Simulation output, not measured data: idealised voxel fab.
Title: Process Module voxel double patterning
We display cut, a cross-section 170 nm in width whose square cells are each 5 nm.
Heads up, the way a cross-section reads in here is a grid of square cells, handed over as bands from the top down, with every band being one or more rows of cells. Top, bottom (nm), then materials left to right with widths (nm); lone material tagged "full width" fills the whole band edge to edge; "blank" = empty space. A quick word on heights: they are counted from 0, and under that level the wafer as it came to us is one material throughout. The lowest band is different from the rest in having no bottom; it simply continues downward, written as in "0 -> down". When a width is written as two numbers, as in "30..40", the first number is the width in the top row of cells of the band and the second is the width in its bottom row, and the width changes by the same amount from each row to the next. The cross-section has no changed cell in any step marked "no modifications". The entry "Enclosed empty spaces" lists the empty spaces that cover at least 8 cells and have no open path to the top. Each is written as width x height at distance, where the distance is measured from the left edge and all three values are in nm. Post-settings text on a step line: simulator's own remark regarding the step. overlay nm: how far to the right of its planned place the mask lay on this masked step (negative: to the left).
So here's the lineup of process steps we planned
step 1: RECEIVE (material Si)
step 2: CONFORMAL_DEP (material SiN; thk nm 10)
step 3: DIRECTIONAL_DEP (material SiO2; thk nm 10)
step 4: DIRECTIONAL_DEP (material SiCN; thk nm 10)
step 5: DIRECTIONAL_DEP (material aC; thk nm 15)
step 6: PATTERN (tone open; mask id FIRST; material resist; width nm 15; pitch nm 50; thk nm 35; overlay nm 0)
step 7: DIRECTIONAL_ETCH (etch materials aC; depth nm 15)
step 8: STRIP (etch materials resist)
step 9: DIRECTIONAL_ETCH (etch materials SiCN; depth nm 10)
step 10: STRIP (etch materials aC)
step 11: PATTERN (tone open; mask id SECOND; material resist; width nm 15; thk nm 20; overlay nm 0)
step 12: DIRECTIONAL_ETCH (etch materials SiCN; depth nm 10)
step 13: STRIP (etch materials resist)
step 14: DIRECTIONAL_ETCH (etch materials SiO2; depth nm 10)
step 15: STRIP (etch materials SiCN)
First of the two wafers, run per plan
Cross-section of the incoming wafer, state after step 1
0 -> down | Si full width
Enclosed empty spaces: none
Cross-sectional representation of the wafer at the conclusion of step 2
10 -> 0 | SiN full width
No changes below 0.
Cross-sectional representation of the wafer at the conclusion of step 3
20 -> 10 | SiO2 full width
No changes below 10.
Cross-sectional representation of the wafer at the conclusion of step 4
30 -> 20 | SiCN full width
No changes below 20.
Cross-sectional representation of the wafer at the conclusion of step 5
45 -> 30 | aC full width
No changes below 30.
Cross-sectional representation of the wafer at the conclusion of step 6
80 -> 45 | resist (50) | blank (15) | resist (35) | blank (15) | resist (55)
No changes below 45.
Cross-sectional representation of the wafer at the conclusion of step 7
65 -> 45 | resist (50) | blank (15) | resist (35) | blank (15) | resist (55)
45 -> 30 | aC (50) | blank (15) | aC (35) | blank (15) | aC (55)
No changes below 30.
Cross-sectional representation of the wafer at the conclusion of step 8
45 -> 30 | aC (50) | blank (15) | aC (35) | blank (15) | aC (55)
No changes below 30.
Cross-sectional representation of the wafer at the conclusion of step 9
45 -> 30 | aC (50) | blank (15) | aC (35) | blank (15) | aC (55)
30 -> 20 | SiCN (50) | blank (15) | SiCN (35) | blank (15) | SiCN (55)
No changes below 20.
Cross-sectional representation of the wafer at the conclusion of step 10
30 -> 20 | SiCN (50) | blank (15) | SiCN (35) | blank (15) | SiCN (55)
No changes below 20.
Cross-sectional representation of the wafer at the conclusion of step 11
50 -> 30 | resist (75) | blank (15) | resist (80)
30 -> 20 | SiCN (50) | resist (15) | SiCN (35) | resist (15) | SiCN (55)
No changes below 20.
Cross-sectional representation of the wafer at the conclusion of step 12
50 -> 30 | resist (75) | blank (15) | resist (80)
30 -> 20 | SiCN (50) | resist (15) | SiCN (10) | blank (15) | SiCN (10) | resist (15) | SiCN (55)
No changes below 20.
Cross-sectional representation of the wafer at the conclusion of step 13
30 -> 20 | SiCN (50) | blank (15) | SiCN (10) | blank (15) | SiCN (10) | blank (15) | SiCN (55)
No changes below 20.
Cross-sectional representation of the wafer at the conclusion of step 14
30 -> 20 | SiCN (50) | blank (15) | SiCN (10) | blank (15) | SiCN (10) | blank (15) | SiCN (55)
20 -> 10 | SiO2 (50) | blank (15) | SiO2 (10) | blank (15) | SiO2 (10) | blank (15) | SiO2 (55)
No changes below 10.
Cross-sectional representation of the wafer at the conclusion of step 15
20 -> 10 | SiO2 (50) | blank (15) | SiO2 (10) | blank (15) | SiO2 (10) | blank (15) | SiO2 (55)
No changes below 10.
Notes, second wafer: start = first wafer's, plan = first wafer's, execution had one mistake; history identical to first through step 10
Second wafer, cut view, end of step 11 per plan
50 -> 30 | resist (75) | blank (20) | resist (75)
30 -> 20 | SiCN (50) | resist (15) | SiCN (35) | resist (15) | SiCN (55)
No changes below 20.
Second wafer, cut view, end of step 12 per plan
50 -> 30 | resist (75) | blank (20) | resist (75)
30 -> 20 | SiCN (50) | resist (15) | SiCN (10) | blank (20) | SiCN (5) | resist (15) | SiCN (55)
No changes below 20.
Second wafer, cut view, end of step 13 per plan
30 -> 20 | SiCN (50) | blank (15) | SiCN (10) | blank (20) | SiCN (5) | blank (15) | SiCN (55)
No changes below 20.
Second wafer, cut view, end of step 14 per plan
30 -> 20 | SiCN (50) | blank (15) | SiCN (10) | blank (20) | SiCN (5) | blank (15) | SiCN (55)
20 -> 10 | SiO2 (50) | blank (15) | SiO2 (10) | blank (20) | SiO2 (5) | blank (15) | SiO2 (55)
No changes below 10.
Second wafer, cut view, end of step 15 per plan
20 -> 10 | SiO2 (50) | blank (15) | SiO2 (10) | blank (20) | SiO2 (5) | blank (15) | SiO2 (55)
No changes below 10.
Short version of what went wrong: step 11 ran with different settings than intended, the actual operation and settings being PATTERN (tone open; mask id SECOND; material resist; width nm 20; thk nm 20; overlay nm 0)
Wafer comparison, final, in cells, second relative to first, materials more or fewer: -2 SiO2
